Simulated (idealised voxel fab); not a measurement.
This section sets out a process module, namely voxel capacitor over wiring.
Section shown: cut. Width: 220 nm. Cell size: 5 nm, square.
In what follows, cross-sections appear as grids of square cells, described through bands that run from the top down, where every band is one or more rows of cells.
Band: top and bottom heights (nm) first, top before bottom; then materials from left to right, widths in nm. "everywhere" marks a sole material filling the band edge to edge. "empty" denotes empty space.
Heights are expressed relative to 0, this being the level below which the as-received wafer comprises one material exclusively. The lowest band is unbounded in the downward direction and is denoted as in "z 0 and below".
A width given as "30..40" starts at the first number in the band's top row and ends at the second number in its bottom row, shifting by an equal amount at every step from row to row.
Given "everything unchanged" for a step, no cell of the cross-section differs between before and after that step.
What "Internal closed voids" gives you is every empty space of 8 cells or more that is cut off from the top. Each appears as width x height at distance, with the distance taken from the left edge and width, height and distance all in nm.
after a step's settings: what the simulator itself notes on the step
Steps that use a mask can have "overlay nm" on their line. It says how far the mask sat to the right of where it was meant to be. Negative means to the left.

[This section lists the process steps that were planned]
step 1: RECEIVE, material Si
step 2: CONFORMAL_DEP, material SiO2, thk nm 10
step 3: CONFORMAL_DEP, material SiN, thk nm 5
step 4: DIRECTIONAL_DEP, material SiO2, thk nm 15
step 5: PATTERN, tone open, mask id METAL_1, material resist, width nm 20, pitch nm 90, thk nm 20, overlay nm 0
step 6: DIRECTIONAL_ETCH, etch materials SiO2, depth nm 15
step 7: DIRECTIONAL_ETCH, etch materials SiN, depth nm 5
step 8: STRIP, etch materials resist
step 9: CONFORMAL_DEP, material TiN, thk nm 5
step 10: FILL_DEP, material Ru, thk nm 5
step 11: CMP, height nm 30
step 12: EPI, material Ru, thk nm 5
step 13: FILL_DEP, material SiCN, thk nm 5
step 14: DIRECTIONAL_DEP, material lowk, thk nm 20
step 15: MASKED_ETCH, tone open, mask id PLUG_1, width nm 15, etch materials lowk, depth nm 20, overlay nm 0
step 16: MASKED_ETCH, tone open, mask id PLUG_1, width nm 15, etch materials SiCN, depth nm 5, overlay nm 0
step 17: CONFORMAL_DEP, material TiN, thk nm 5
step 18: FILL_DEP, material Cu, thk nm 10
step 19: CMP, height nm 60
step 20: DIRECTIONAL_DEP, material TiN, thk nm 10
step 21: DIRECTIONAL_DEP, material SiN, thk nm 5
step 22: DIRECTIONAL_DEP, material TiN, thk nm 5
step 23: PATTERN, tone cover, mask id UPPER_PLATE, material resist, width nm 75, thk nm 15, overlay nm 0
step 24: DIRECTIONAL_ETCH, etch materials TiN, depth nm 5
step 25: DIRECTIONAL_ETCH, etch materials SiN, depth nm 5
step 26: STRIP, etch materials resist
step 27: DIRECTIONAL_DEP, material aC, thk nm 10
step 28: PATTERN, tone cover, mask id LOWER_PLATE, material resist, width nm 85, thk nm 25, overlay nm 0
step 29: DIRECTIONAL_ETCH, etch materials aC, depth nm 10
step 30: STRIP, etch materials resist
step 31: DIRECTIONAL_ETCH, etch materials TiN, depth nm 10
step 32: STRIP, etch materials aC
step 33: FILL_DEP, material SiO2, thk nm 20
step 34: CMP, height nm 95
step 35: PATTERN, tone open, mask id PLUG_2, material resist, width nm 15, thk nm 15, overlay nm 0
step 36: DIRECTIONAL_ETCH, etch materials SiO2, depth nm 15
step 37: STRIP, etch materials resist
step 38: CONFORMAL_DEP, material TiN, thk nm 5
step 39: FILL_DEP, material Cu, thk nm 10
step 40: CMP, height nm 95
step 41: CONFORMAL_DEP, material SiN, thk nm 5

[The first of two wafers, run as planned]

[As received (post step 1): cross-section]
  z 0 and below = Si everywhere
  Internal closed voids: none

[Wafer xsec, post step 2]
  z 10 to 0 = SiO2 everywhere
  Rest of section, below 0: as before.

[Wafer xsec, post step 3]
  z 15 to 10 = SiN everywhere
  Rest of section, below 10: as before.

[Wafer xsec, post step 4]
  z 30 to 15 = SiO2 everywhere
  Rest of section, below 15: as before.

[Wafer xsec, post step 5]
  z 50 to 30 = resist 55, then empty 20, then resist 70, then empty 20, then resist 55
  Rest of section, below 30: as before.

[Wafer xsec, post step 6]
  z 50 to 30 = resist 55, then empty 20, then resist 70, then empty 20, then resist 55
  z 30 to 15 = SiO2 55, then empty 20, then SiO2 70, then empty 20, then SiO2 55
  Rest of section, below 15: as before.

[Wafer xsec, post step 7]
  z 50 to 30 = resist 55, then empty 20, then resist 70, then empty 20, then resist 55
  z 30 to 15 = SiO2 55, then empty 20, then SiO2 70, then empty 20, then SiO2 55
  z 15 to 10 = SiN 55, then empty 20, then SiN 70, then empty 20, then SiN 55
  Rest of section, below 10: as before.

[Wafer xsec, post step 8]
  z 30 to 15 = SiO2 55, then empty 20, then SiO2 70, then empty 20, then SiO2 55
  Rest of section, below 15: as before.

[Wafer xsec, post step 9]
  z 35 to 30 = TiN 60, then empty 10, then TiN 80, then empty 10, then TiN 60
  z 30 to 15 = SiO2 55, then TiN 5, then empty 10, then TiN 5, then SiO2 70, then TiN 5, then empty 10, then TiN 5, then SiO2 55
  z 15 to 10 = SiN 55, then TiN 20, then SiN 70, then TiN 20, then SiN 55
  Rest of section, below 10: as before.

[Wafer xsec, post step 10]
  z 40 to 35 = Ru everywhere
  z 35 to 30 = TiN 60, then Ru 10, then TiN 80, then Ru 10, then TiN 60
  z 30 to 15 = SiO2 55, then TiN 5, then Ru 10, then TiN 5, then SiO2 70, then TiN 5, then Ru 10, then TiN 5, then SiO2 55
  Rest of section, below 15: as before.

[Wafer xsec, post step 11]
  z 30 to 15 = SiO2 55, then TiN 5, then Ru 10, then TiN 5, then SiO2 70, then TiN 5, then Ru 10, then TiN 5, then SiO2 55
  Rest of section, below 15: as before.

[Wafer xsec, post step 12]
  z 35 to 30 = empty 50, then Ru 30, then empty 60, then Ru 30, then empty 50
  Rest of section, below 30: as before.

[Wafer xsec, post step 13]
  z 40 to 35 = SiCN everywhere
  z 35 to 30 = SiCN 50, then Ru 30, then SiCN 60, then Ru 30, then SiCN 50
  Rest of section, below 30: as before.

[Wafer xsec, post step 14]
  z 60 to 40 = lowk everywhere
  Rest of section, below 40: as before.

[Wafer xsec, post step 15]
  z 60 to 40 = lowk 60, then empty 15, then lowk 145
  Rest of section, below 40: as before.

[Wafer xsec, post step 16]
  z 60 to 40 = lowk 60, then empty 15, then lowk 145
  z 40 to 35 = SiCN 60, then empty 15, then SiCN 145
  Rest of section, below 35: as before.

[Wafer xsec, post step 17]
  z 65 to 60 = TiN 65, then empty 5, then TiN 150
  z 60 to 40 = lowk 60, then TiN 5, then empty 5, then TiN 5, then lowk 145
  z 40 to 35 = SiCN 60, then TiN 15, then SiCN 145
  Rest of section, below 35: as before.

[Wafer xsec, post step 18]
  z 75 to 65 = Cu everywhere
  z 65 to 60 = TiN 65, then Cu 5, then TiN 150
  z 60 to 40 = lowk 60, then TiN 5, then Cu 5, then TiN 5, then lowk 145
  Rest of section, below 40: as before.

[Wafer xsec, post step 19]
  z 60 to 40 = lowk 60, then TiN 5, then Cu 5, then TiN 5, then lowk 145
  Rest of section, below 40: as before.

[Wafer xsec, post step 20]
  z 70 to 60 = TiN everywhere
  Rest of section, below 60: as before.

[Wafer xsec, post step 21]
  z 75 to 70 = SiN everywhere
  Rest of section, below 70: as before.

[Wafer xsec, post step 22]
  z 80 to 75 = TiN everywhere
  Rest of section, below 75: as before.

[Wafer xsec, post step 23]
  z 95 to 80 = empty 60, then resist 75, then empty 85
  Rest of section, below 80: as before.

[Wafer xsec, post step 24]
  z 95 to 80 = empty 60, then resist 75, then empty 85
  z 80 to 75 = empty 60, then TiN 75, then empty 85
  Rest of section, below 75: as before.

[Wafer xsec, post step 25]
  z 95 to 80 = empty 60, then resist 75, then empty 85
  z 80 to 75 = empty 60, then TiN 75, then empty 85
  z 75 to 70 = empty 60, then SiN 75, then empty 85
  Rest of section, below 70: as before.

[Wafer xsec, post step 26]
  z 80 to 75 = empty 60, then TiN 75, then empty 85
  Rest of section, below 75: as before.

[Wafer xsec, post step 27]
  z 90 to 80 = empty 60, then aC 75, then empty 85
  z 80 to 75 = aC 60, then TiN 75, then aC 85
  z 75 to 70 = aC 60, then SiN 75, then aC 85
  Rest of section, below 70: as before.

[Wafer xsec, post step 28]
  z 115 to 90 = empty 55, then resist 85, then empty 80
  z 90 to 80 = empty 55, then resist 5, then aC 75, then resist 5, then empty 80
  Rest of section, below 80: as before.

[Wafer xsec, post step 29]
  z 105 to 90 = empty 55, then resist 85, then empty 80
  z 90 to 80 = empty 55, then resist 5, then aC 75, then resist 5, then empty 80
  z 80 to 75 = empty 55, then aC 5, then TiN 75, then aC 5, then empty 80
  z 75 to 70 = empty 55, then aC 5, then SiN 75, then aC 5, then empty 80
  Rest of section, below 70: as before.

[Wafer xsec, post step 30]
  z 90 to 80 = empty 60, then aC 75, then empty 85
  Rest of section, below 80: as before.

[Wafer xsec, post step 31]
  z 90 to 80 = empty 60, then aC 75, then empty 85
  z 80 to 75 = empty 55, then aC 5, then TiN 75, then aC 5, then empty 80
  z 75 to 70 = empty 55, then aC 5, then SiN 75, then aC 5, then empty 80
  z 70 to 60 = empty 55, then TiN 85, then empty 80
  Rest of section, below 60: as before.

[Wafer xsec, post step 32]
  z 80 to 75 = empty 60, then TiN 75, then empty 85
  z 75 to 70 = empty 60, then SiN 75, then empty 85
  Rest of section, below 70: as before.

[Wafer xsec, post step 33]
  z 100 to 80 = SiO2 everywhere
  z 80 to 75 = SiO2 60, then TiN 75, then SiO2 85
  z 75 to 70 = SiO2 60, then SiN 75, then SiO2 85
  z 70 to 60 = SiO2 55, then TiN 85, then SiO2 80
  Rest of section, below 60: as before.

[Wafer xsec, post step 34]
  z 95 to 80 = SiO2 everywhere
  Rest of section, below 80: as before.

[Wafer xsec, post step 35]
  z 110 to 95 = resist 70, then empty 15, then resist 135
  Rest of section, below 95: as before.

[Wafer xsec, post step 36]
  z 110 to 95 = resist 70, then empty 15, then resist 135
  z 95 to 80 = SiO2 70, then empty 15, then SiO2 135
  Rest of section, below 80: as before.

[Wafer xsec, post step 37]
  z 95 to 80 = SiO2 70, then empty 15, then SiO2 135
  Rest of section, below 80: as before.

[Wafer xsec, post step 38]
  z 100 to 95 = TiN 75, then empty 5, then TiN 140
  z 95 to 85 = SiO2 70, then TiN 5, then empty 5, then TiN 5, then SiO2 135
  z 85 to 75 = SiO2 70..60, then TiN 15..75, then SiO2 135..85
  Rest of section, below 75: as before.

[Wafer xsec, post step 39]
  z 110 to 100 = Cu everywhere
  z 100 to 95 = TiN 75, then Cu 5, then TiN 140
  z 95 to 85 = SiO2 70, then TiN 5, then Cu 5, then TiN 5, then SiO2 135
  Rest of section, below 85: as before.

[Wafer xsec, post step 40]
  z 95 to 85 = SiO2 70, then TiN 5, then Cu 5, then TiN 5, then SiO2 135
  Rest of section, below 85: as before.

[Wafer xsec, post step 41]
  z 100 to 95 = SiN everywhere
  Rest of section, below 95: as before.

[Second wafer: same start and same plan as the first, one execution error; identical to the first through step 20]

Cross-sectional representation of the second wafer at the time designated in the plan for the completion of step 21: everything unchanged

[Cross-sectional representation of the second wafer at the time designated in the plan for the completion of step 22]
  z 75 to 60 = TiN everywhere
  Rest of section, below 60: as before.

[Cross-sectional representation of the second wafer at the time designated in the plan for the completion of step 23]
  z 90 to 75 = empty 60, then resist 75, then empty 85
  Rest of section, below 75: as before.

[Cross-sectional representation of the second wafer at the time designated in the plan for the completion of step 24]
  z 90 to 75 = empty 60, then resist 75, then empty 85
  z 75 to 70 = empty 60, then TiN 75, then empty 85
  Rest of section, below 70: as before.

Cross-sectional representation of the second wafer at the time designated in the plan for the completion of step 25: everything unchanged

[Cross-sectional representation of the second wafer at the time designated in the plan for the completion of step 26]
  z 75 to 70 = empty 60, then TiN 75, then empty 85
  Rest of section, below 70: as before.

[Cross-sectional representation of the second wafer at the time designated in the plan for the completion of step 27]
  z 85 to 80 = empty 60, then aC 75, then empty 85
  z 80 to 75 = aC everywhere
  z 75 to 70 = aC 60, then TiN 75, then aC 85
  Rest of section, below 70: as before.

[Cross-sectional representation of the second wafer at the time designated in the plan for the completion of step 28]
  z 110 to 85 = empty 55, then resist 85, then empty 80
  z 85 to 80 = empty 55, then resist 5, then aC 75, then resist 5, then empty 80
  Rest of section, below 80: as before.

[Cross-sectional representation of the second wafer at the time designated in the plan for the completion of step 29]
  z 100 to 85 = empty 55, then resist 85, then empty 80
  z 85 to 80 = empty 55, then resist 5, then aC 75, then resist 5, then empty 80
  z 80 to 75 = empty 55, then aC 85, then empty 80
  z 75 to 70 = empty 55, then aC 5, then TiN 75, then aC 5, then empty 80
  Rest of section, below 70: as before.

[Cross-sectional representation of the second wafer at the time designated in the plan for the completion of step 30]
  z 85 to 75 = empty 60..55, then aC 75..85, then empty 85..80
  Rest of section, below 75: as before.

[Cross-sectional representation of the second wafer at the time designated in the plan for the completion of step 31]
  z 85 to 75 = empty 60..55, then aC 75..85, then empty 85..80
  z 75 to 70 = empty 55, then aC 5, then TiN 75, then aC 5, then empty 80
  z 70 to 60 = empty 55, then TiN 85, then empty 80
  Rest of section, below 60: as before.

[Cross-sectional representation of the second wafer at the time designated in the plan for the completion of step 32]
  z 75 to 70 = empty 60, then TiN 75, then empty 85
  Rest of section, below 70: as before.

[Cross-sectional representation of the second wafer at the time designated in the plan for the completion of step 33]
  z 95 to 75 = SiO2 everywhere
  z 75 to 70 = SiO2 60, then TiN 75, then SiO2 85
  z 70 to 60 = SiO2 55, then TiN 85, then SiO2 80
  Rest of section, below 60: as before.

Cross-sectional representation of the second wafer at the time designated in the plan for the completion of step 34: everything unchanged

[Cross-sectional representation of the second wafer at the time designated in the plan for the completion of step 35]
  z 110 to 95 = resist 70, then empty 15, then resist 135
  Rest of section, below 95: as before.

[Cross-sectional representation of the second wafer at the time designated in the plan for the completion of step 36]
  z 110 to 95 = resist 70, then empty 15, then resist 135
  z 95 to 80 = SiO2 70, then empty 15, then SiO2 135
  Rest of section, below 80: as before.

[Cross-sectional representation of the second wafer at the time designated in the plan for the completion of step 37]
  z 95 to 80 = SiO2 70, then empty 15, then SiO2 135
  Rest of section, below 80: as before.

[Cross-sectional representation of the second wafer at the time designated in the plan for the completion of step 38]
  z 100 to 95 = TiN 75, then empty 5, then TiN 140
  z 95 to 85 = SiO2 70, then TiN 5, then empty 5, then TiN 5, then SiO2 135
  z 85 to 80 = SiO2 70, then TiN 15, then SiO2 135
  Rest of section, below 80: as before.

[Cross-sectional representation of the second wafer at the time designated in the plan for the completion of step 39]
  z 110 to 100 = Cu everywhere
  z 100 to 95 = TiN 75, then Cu 5, then TiN 140
  z 95 to 85 = SiO2 70, then TiN 5, then Cu 5, then TiN 5, then SiO2 135
  Rest of section, below 85: as before.

[Cross-sectional representation of the second wafer at the time designated in the plan for the completion of step 40]
  z 95 to 85 = SiO2 70, then TiN 5, then Cu 5, then TiN 5, then SiO2 135
  Rest of section, below 85: as before.

[Cross-sectional representation of the second wafer at the time designated in the plan for the completion of step 41]
  z 100 to 95 = SiN everywhere
  Rest of section, below 95: as before.
What went wrong in running the wafer? step 21 of the plan did not run at all; it was left out
At the finish, the second wafer shows more or fewer cells for some materials than the first does: SiN -15; SiO2 +15
